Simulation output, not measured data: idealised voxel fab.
Process module in this document: voxel self aligned contacts
FYI the section here is cut, 230 nm wide, cells are 5 nm squares.
If you're reading a cross-section in this doc, picture square cells in a grid; it comes to you as bands, top ones listed first down to the bottom, and a band can be one or more rows of cells.
Band: top height; bottom height; in nm. Then, left to right: material with width in nm, for each material. "all across": a single material spanning edge to edge. "blank": empty space.
Heights are reckoned from 0. Under this level, the received wafer is all of one material. The bottommost band is open-ended downward, for example "from 0 down".
Width "30..40": first value at the band's top row of cells, second value at its bottom row, equal change from row to row.
"remained unchanged" for a step: no cell of the cross-section changed in that step.
Empty spaces without an open route to the top, at least 8 cells in extent, make up the entry "Closed void listing"; each is given as width x height at distance, where the distance is measured from the left edge, and all are in nm.
Where a step's line continues beyond its settings, the continuation is a remark by the simulator itself on that step.
"overlay nm" denotes, for a step that has a mask, the displacement of the mask to the right of its planned place, with negative values corresponding to the left.

Below is the list of planned process steps:
| 1 | RECEIVE | material Si |
| 2 | CONFORMAL_DEP | material SiO2 | thk nm 5 |
| 3 | DIRECTIONAL_DEP | material polySi | thk nm 20 |
| 4 | DIRECTIONAL_DEP | material SiN | thk nm 15 |
| 5 | DIRECTIONAL_DEP | material aC | thk nm 15 |
| 6 | PATTERN | tone cover | mask id GATE | material resist | width nm 25 | pitch nm 50 | thk nm 30 | overlay nm 0 |
| 7 | DIRECTIONAL_ETCH | etch materials aC | depth nm 15 |
| 8 | STRIP | etch materials resist |
| 9 | DIRECTIONAL_ETCH | etch materials SiN | depth nm 15 |
| 10 | DIRECTIONAL_ETCH | etch materials polySi | depth nm 20 |
| 11 | STRIP | etch materials aC |
| 12 | CONFORMAL_DEP | material SiN | thk nm 5 |
| 13 | DIRECTIONAL_ETCH | etch materials SiN | depth nm 5 |
| 14 | FILL_DEP | material SiO2 | thk nm 15 |
| 15 | CMP | height nm 50 |
| 16 | PATTERN | tone open | mask id CONTACT | material resist | width nm 35 | thk nm 15 | overlay nm 0 |
| 17 | DIRECTIONAL_ETCH | etch materials SiO2 | depth nm 50 |
| 18 | STRIP | etch materials resist |
| 19 | CONFORMAL_DEP | material TiN | thk nm 5 |
| 20 | FILL_DEP | material Ru | thk nm 10 |
| 21 | CMP | height nm 50 |
| 22 | CONFORMAL_DEP | material SiN | thk nm 5 |

Received-state cross-section, reflecting completion of step 1:
from 0 down  Si all across
Closed void listing: none

The module was run from the start shown above using the plan shown above, but one mistake was made doing it; the resulting wafer cross-section is below:
from 55 to 50  SiN all across
from 50 to 40  SiO2 95  TiN 5..15  Ru 25..5  TiN 5..15  SiO2 100
from 40 to 25  SiO2 70  SiN 35  TiN 5  Ru 5  TiN 5  SiN 35  SiO2 75
from 25 to 20  SiO2 105  TiN 15  SiO2 110
from 20 to 0  polySi all across
from 0 down  Si all across
Closed void listing: none
Diagnosis: step 3 occupied the plan position of step 2, and the converse holds as well
